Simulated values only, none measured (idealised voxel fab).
This section sets out a process module, namely voxel wiring stack.
Each square cell in cross-section cut measures 5 nm, and the section as a whole is 255 nm wide.
In what follows, cross-sections appear as grids of square cells, described through bands that run from the top down, where every band is one or more rows of cells.
For a band, the entry starts with two heights in nm, that of the top and then that of the bottom, and carries on with the band's materials in order from left to right, each alongside its width in nm; the word "edge to edge" beside a single material means it fills the band edge to edge, and "air" means empty space.
A quick word on heights: they are counted from 0, and under that level the wafer as it came to us is one material throughout. The lowest band is different from the rest in having no bottom; it simply continues downward, written as in "0 and below".
It should be noted that a width expressed as "30 to 40" varies in equal increments from row to row of cells within the band, taking the value of the first number at the top row and that of the second number at the bottom row.
The designation "all unchanged", where it is given for a processing step, indicates that no cell of the cross-section was altered in the course of that step.
"Voids lacking openings" means: voids of 8 cells or more that are shut off from the top with no open way through. Written width x height at distance, distance from the left edge, in nm.
That trailing text on a step's line, after the settings, is the simulator's own remark on the step.
"overlay nm", when on a step's line for a step with a mask, measures how far to the right of its planned place the mask lay; a negative measure means to the left.
Process steps - plan:
1: RECEIVE: material Si
2: CONFORMAL_DEP: material SiO2, thk nm 15
3: CONFORMAL_DEP: material SiN, thk nm 5
4: DIRECTIONAL_DEP: material SiO2, thk nm 15
5: DIRECTIONAL_DEP: material aC, thk nm 15
6: PATTERN: tone open, mask id METAL_1, material resist, width nm 20, pitch nm 35, thk nm 35, overlay nm 0
7: DIRECTIONAL_ETCH: etch materials aC, depth nm 15
8: STRIP: etch materials resist
9: DIRECTIONAL_ETCH: etch materials SiO2, depth nm 15
10: DIRECTIONAL_ETCH: etch materials SiN, depth nm 5
11: STRIP: etch materials aC
12: CONFORMAL_DEP: material TiN, thk nm 5
13: FILL_DEP: material W, thk nm 10
14: CMP: height nm 35
15: CONFORMAL_DEP: material SiCN, thk nm 5
16: DIRECTIONAL_DEP: material SiO2, thk nm 15
17: PATTERN: tone open, mask id PLUG_1, material resist, width nm 15, pitch nm 70, thk nm 20, overlay nm 0
18: DIRECTIONAL_ETCH: etch materials SiO2, depth nm 15
19: DIRECTIONAL_ETCH: etch materials SiCN, depth nm 5
20: STRIP: etch materials resist
21: CONFORMAL_DEP: material TiN, thk nm 5
22: FILL_DEP: material Ru, thk nm 10
23: CMP: height nm 55
24: DIRECTIONAL_DEP: material TiN, thk nm 5
25: DIRECTIONAL_DEP: material Ru, thk nm 15
26: MASKED_ETCH: tone cover, mask id METAL_2, width nm 20, pitch nm 35, etch materials Ru, depth nm 15, overlay nm 0
27: MASKED_ETCH: tone cover, mask id METAL_2, width nm 20, pitch nm 35, etch materials TiN, depth nm 5, overlay nm 0
28: FILL_DEP: material SiO2, thk nm 5
29: CMP: height nm 75
30: CONFORMAL_DEP: material SiCN, thk nm 5
31: DIRECTIONAL_DEP: material SiO2, thk nm 30
32: DIRECTIONAL_DEP: material aC, thk nm 10
33: PATTERN: tone open, mask id METAL_3, material resist, width nm 20, pitch nm 35, thk nm 30, overlay nm 0
34: DIRECTIONAL_ETCH: etch materials aC, depth nm 10
35: STRIP: etch materials resist
36: DIRECTIONAL_ETCH: etch materials SiO2, depth nm 20
37: STRIP: etch materials aC
38: PATTERN: tone open, mask id METAL_3_HOLES, material resist, width nm 15, pitch nm 70, thk nm 20, overlay nm 0
39: DIRECTIONAL_ETCH: etch materials SiO2, depth nm 10
40: DIRECTIONAL_ETCH: etch materials SiCN, depth nm 5
41: STRIP: etch materials resist
42: CONFORMAL_DEP: material TiN, thk nm 5
43: FILL_DEP: material Cu, thk nm 5
44: CMP: height nm 110
45: CONFORMAL_DEP: material SiN, thk nm 5
So this is the incoming wafer in cross-section - it's already been through step 1:
* 0 and below  Si edge to edge
* Voids lacking openings: none
The first of two wafers, cross-sectioned at the end of the module, with the run proceeding as planned:
* 115 down to 110  SiN edge to edge
* 110 down to 95  65 SiO2 / 5 TiN / 10 Cu / 5 TiN / 15 SiO2 / 5 TiN / 10 Cu / 5 TiN / 15 SiO2 / 5 TiN / 10 Cu / 5 TiN / 15 SiO2 / 5 TiN / 10 Cu / 5 TiN / 65 SiO2
* 95 down to 90  65 SiO2 / 5 TiN / 5 Cu / 10 TiN / 15 SiO2 / 20 TiN / 15 SiO2 / 5 TiN / 5 Cu / 10 TiN / 15 SiO2 / 20 TiN / 65 SiO2
* 90 down to 80  65 SiO2 / 5 TiN / 5 Cu / 5 TiN / 55 SiO2 / 5 TiN / 5 Cu / 5 TiN / 105 SiO2
* 80 down to 75  65 SiCN / 15 TiN / 55 SiCN / 15 TiN / 105 SiCN
* 75 down to 60  65 SiO2 / 20 Ru / 15 SiO2 / 20 Ru / 15 SiO2 / 20 Ru / 15 SiO2 / 20 Ru / 65 SiO2
* 60 down to 55  65 SiO2 / 20 TiN / 15 SiO2 / 20 TiN / 15 SiO2 / 20 TiN / 15 SiO2 / 20 TiN / 65 SiO2
* 55 down to 40  65 SiO2 / 5 TiN / 5 Ru / 5 TiN / 55 SiO2 / 5 TiN / 5 Ru / 5 TiN / 105 SiO2
* 40 down to 35  65 SiCN / 15 TiN / 55 SiCN / 15 TiN / 105 SiCN
* 35 down to 20  65 SiO2 / 5 TiN / 10 W / 5 TiN / 15 SiO2 / 5 TiN / 10 W / 5 TiN / 15 SiO2 / 5 TiN / 10 W / 5 TiN / 15 SiO2 / 5 TiN / 10 W / 5 TiN / 65 SiO2
* 20 down to 15  65 SiN / 20 TiN / 15 SiN / 20 TiN / 15 SiN / 20 TiN / 15 SiN / 20 TiN / 65 SiN
* 15 down to 0  SiO2 edge to edge
* 0 and below  Si edge to edge
* Voids lacking openings: none
Wafer two (of two), end-of-module cross-section: start = wafer one, plan = wafer one, one run mistake:
* 115 down to 110  SiN edge to edge
* 110 down to 95  65 SiO2 / 5 TiN / 10 Cu / 5 TiN / 15 SiO2 / 5 TiN / 10 Cu / 5 TiN / 15 SiO2 / 5 TiN / 10 Cu / 5 TiN / 15 SiO2 / 5 TiN / 10 Cu / 5 TiN / 65 SiO2
* 95 down to 90  65 SiO2 / 5 TiN / 5 Cu / 10 TiN / 15 SiO2 / 20 TiN / 15 SiO2 / 5 TiN / 5 Cu / 10 TiN / 15 SiO2 / 20 TiN / 65 SiO2
* 90 down to 80  65 SiO2 / 5 TiN / 5 Cu / 5 TiN / 55 SiO2 / 5 TiN / 5 Cu / 5 TiN / 105 SiO2
* 80 down to 75  65 SiCN / 15 TiN / 55 SiCN / 15 TiN / 105 SiCN
* 75 down to 60  65 Ru / 20 SiO2 / 15 Ru / 20 SiO2 / 15 Ru / 20 SiO2 / 15 Ru / 20 SiO2 / 65 Ru
* 60 down to 55  TiN edge to edge
* 55 down to 40  65 SiO2 / 5 TiN / 5 Ru / 5 TiN / 55 SiO2 / 5 TiN / 5 Ru / 5 TiN / 105 SiO2
* 40 down to 35  65 SiCN / 15 TiN / 55 SiCN / 15 TiN / 105 SiCN
* 35 down to 20  65 SiO2 / 5 TiN / 10 W / 5 TiN / 15 SiO2 / 5 TiN / 10 W / 5 TiN / 15 SiO2 / 5 TiN / 10 W / 5 TiN / 15 SiO2 / 5 TiN / 10 W / 5 TiN / 65 SiO2
* 20 down to 15  65 SiN / 20 TiN / 15 SiN / 20 TiN / 15 SiN / 20 TiN / 15 SiN / 20 TiN / 65 SiN
* 15 down to 0  SiO2 edge to edge
* 0 and below  Si edge to edge
* Voids lacking openings: none
What was the processing mistake? heads up, step 26 didn't go per plan, it actually ran as MASKED_ETCH: tone open, mask id METAL_2, width nm 20, pitch nm 35, etch materials Ru, depth nm 15, overlay nm 0
Wrapping up, a cell-based count of both wafers puts the second over or under the first for these materials: Ru: 57 more, SiO2: 92 fewer, TiN: 35 more
